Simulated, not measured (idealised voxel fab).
Process module, titled voxel ribs on slabs
Cross-section cut: width 185 nm, square cells of 5 nm.
Cross-section spec: square-cell grid; bands listed top down; each band is one or more rows. Top height, bottom height, nm. Materials left to right, width each, nm. Single material + "throughout" = fills band edge to edge. "air" = empty. Height reference: 0 = level under which incoming wafer is all one material. Lowest band: no bottom, runs on downward, e.g. "0 -> down". Top row gets the first number, bottom row gets the second, and each row in between changes by the same step: that is how a band width like "30 to 40" works. Step note "identical to before" = no cross-section cell changed. Any empty space of 8 cells or more lacking an open way to the top shows up in "Closed void inventory" as width x height at distance, distance from the left edge, in nm. Heads up: the bit after the settings on a step's line is the simulator's remark on that step. The optional step-line setting "overlay nm" applies to steps with a mask and quantifies how far to the right of its planned location the mask lay, a negative value indicating leftward placement.

PLANNED STEP LIST FOR THE PROCESS
- 1: RECEIVE,material Si
- 2: DIRECTIONAL_DEP,material SiO2,thk nm 20
- 3: DIRECTIONAL_DEP,material polySi,thk nm 25
- 4: MASKED_ETCH,tone cover,mask id RIB,width nm 30,etch materials polySi,depth nm 20,overlay nm 0
- 5: PATTERN,tone cover,mask id SLAB,material resist,width nm 80,thk nm 20,overlay nm 0
- 6: DIRECTIONAL_ETCH,etch materials polySi,depth nm 5
- 7: STRIP,etch materials resist
- 8: FILL_DEP,material SiO2,thk nm 20
- 9: CMP,height nm 60
- 10: DIRECTIONAL_DEP,material TiN,thk nm 5
- 11: MASKED_ETCH,tone cover,mask id HEATER,width nm 40,etch materials TiN,depth nm 5,overlay nm 0
- 12: CONFORMAL_DEP,material SiN,thk nm 5

WAFER AT RECEIPT (POST STEP 1), CROSS-SECTION
- 0 -> down = Si throughout
- Closed void inventory: none

FINAL WAFER PROFILE IN CROSS-SECTION AFTER THE MODULE, FROM THE SAME START AND PLAN AS ABOVE, WITH ONE MISTAKE MADE DURING PROCESSING
- 70 -> 65 = 65 nm air, then 50 nm SiN, then 70 nm air
- 65 -> 60 = 70 nm SiN, then 40 nm TiN, then 75 nm SiN
- 60 -> 25 = SiO2 throughout
- 25 -> 0 = polySi throughout
- 0 -> down = Si throughout
- Closed void inventory: none
Short version of what went wrong: steps 2 and 3 got flipped, so each one ran where the other should have
